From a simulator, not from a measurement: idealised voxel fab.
process module | voxel spacer lines
cross-section cut | 205 nm wide | cells 5 nm
A cross-section is a grid of square cells, given in bands from the top down. A band is one or more rows of cells.
Each band's line starts with the height of the band's top and of its bottom, in nm. Then come its materials from left to right, each with its width in nm. One material with "throughout" fills the band from edge to edge. "air" is empty space.
Height 0 is the level under which the wafer as received is all one material. The lowest band goes on downwards, as in "0 down".
A width such as "30 to 40" changes by the same amount from each row of cells to the next, from the band's top row to its bottom row.
"no change" after a step means that no cell of the cross-section changed.
closed voids: empty space of 8 cells or more with no open way to the top, each as width x height at its distance from the left edge, in nm
after a step's settings: what the simulator itself notes on the step
overlay nm, on a step with a mask: how far to the right of its planned place the mask lay; to the left if negative
plan
1 op RECEIVE | material Si
2 op CONFORMAL_DEP | material Al2O3 | thk nm 10
3 op DIRECTIONAL_DEP | material W | thk nm 15
4 op DIRECTIONAL_DEP | material aC | thk nm 20
5 op PATTERN | tone cover | mask id MANDREL | material resist | width nm 15 | pitch nm 50 | thk nm 25 | overlay nm 0
6 op DIRECTIONAL_ETCH | etch materials aC | depth nm 20
7 op STRIP | etch materials resist
8 op CONFORMAL_DEP | material SiO2 | thk nm 10
9 op DIRECTIONAL_ETCH | etch materials SiO2 | depth nm 10
10 op STRIP | etch materials aC
11 op DIRECTIONAL_ETCH | etch materials W | depth nm 15
12 op STRIP | etch materials SiO2
13 op FILL_DEP | material SiO2 | thk nm 10
14 op CMP | height nm 25
first wafer, as planned
as received, after step 1
  0 down: Si throughout
  closed voids: none
after step 2
  10 to 0: Al2O3 throughout
  below 0: unchanged
after step 3
  25 to 10: W throughout
  below 10: unchanged
after step 4
  45 to 25: aC throughout
  below 25: unchanged
after step 5
  70 to 45: air 70 | resist 15 | air 35 | resist 15 | air 70
  below 45: unchanged
after step 6
  50 to 45: air 70 | resist 15 | air 35 | resist 15 | air 70
  45 to 25: air 70 | aC 15 | air 35 | aC 15 | air 70
  below 25: unchanged
after step 7
  45 to 25: air 70 | aC 15 | air 35 | aC 15 | air 70
  below 25: unchanged
after step 8
  55 to 45: air 60 | SiO2 35 | air 15 | SiO2 35 | air 60
  45 to 35: air 60 | SiO2 10 | aC 15 | SiO2 10 | air 15 | SiO2 10 | aC 15 | SiO2 10 | air 60
  35 to 25: SiO2 70 | aC 15 | SiO2 35 | aC 15 | SiO2 70
  below 25: unchanged
after step 9
  45 to 25: air 60 | SiO2 10 | aC 15 | SiO2 10 | air 15 | SiO2 10 | aC 15 | SiO2 10 | air 60
  below 25: unchanged
after step 10
  45 to 25: air 60 | SiO2 10 | air 15 | SiO2 10 | air 15 | SiO2 10 | air 15 | SiO2 10 | air 60
  below 25: unchanged
after step 11
  45 to 25: air 60 | SiO2 10 | air 15 | SiO2 10 | air 15 | SiO2 10 | air 15 | SiO2 10 | air 60
  25 to 10: air 60 | W 10 | air 15 | W 10 | air 15 | W 10 | air 15 | W 10 | air 60
  below 10: unchanged
after step 12
  25 to 10: air 60 | W 10 | air 15 | W 10 | air 15 | W 10 | air 15 | W 10 | air 60
  below 10: unchanged
after step 13
  35 to 25: SiO2 throughout
  25 to 10: SiO2 60 | W 10 | SiO2 15 | W 10 | SiO2 15 | W 10 | SiO2 15 | W 10 | SiO2 60
  below 10: unchanged
after step 14
  25 to 10: SiO2 60 | W 10 | SiO2 15 | W 10 | SiO2 15 | W 10 | SiO2 15 | W 10 | SiO2 60
  below 10: unchanged
second wafer: like start, like plan, one mistake. Through step 1 it matches the first wafer
when step 2 should have ended: no change
when step 3 should have ended
  15 to 0: W throughout
  below 0: unchanged
when step 4 should have ended
  35 to 15: aC throughout
  below 15: unchanged
when step 5 should have ended
  60 to 35: air 70 | resist 15 | air 35 | resist 15 | air 70
  below 35: unchanged
when step 6 should have ended
  40 to 35: air 70 | resist 15 | air 35 | resist 15 | air 70
  35 to 15: air 70 | aC 15 | air 35 | aC 15 | air 70
  below 15: unchanged
when step 7 should have ended
  35 to 15: air 70 | aC 15 | air 35 | aC 15 | air 70
  below 15: unchanged
when step 8 should have ended
  45 to 35: air 60 | SiO2 35 | air 15 | SiO2 35 | air 60
  35 to 25: air 60 | SiO2 10 | aC 15 | SiO2 10 | air 15 | SiO2 10 | aC 15 | SiO2 10 | air 60
  25 to 15: SiO2 70 | aC 15 | SiO2 35 | aC 15 | SiO2 70
  below 15: unchanged
when step 9 should have ended
  35 to 15: air 60 | SiO2 10 | aC 15 | SiO2 10 | air 15 | SiO2 10 | aC 15 | SiO2 10 | air 60
  below 15: unchanged
when step 10 should have ended
  35 to 15: air 60 | SiO2 10 | air 15 | SiO2 10 | air 15 | SiO2 10 | air 15 | SiO2 10 | air 60
  below 15: unchanged
when step 11 should have ended
  35 to 15: air 60 | SiO2 10 | air 15 | SiO2 10 | air 15 | SiO2 10 | air 15 | SiO2 10 | air 60
  15 to 0: air 60 | W 10 | air 15 | W 10 | air 15 | W 10 | air 15 | W 10 | air 60
  below 0: unchanged
when step 12 should have ended
  15 to 0: air 60 | W 10 | air 15 | W 10 | air 15 | W 10 | air 15 | W 10 | air 60
  below 0: unchanged
when step 13 should have ended
  25 to 15: SiO2 throughout
  15 to 0: SiO2 60 | W 10 | SiO2 15 | W 10 | SiO2 15 | W 10 | SiO2 15 | W 10 | SiO2 60
  below 0: unchanged
when step 14 should have ended: no change
what went wrong: step 2 was left out
at the end the second wafer has, in cells: 82 fewer of Al2O3 | 82 more of SiO2
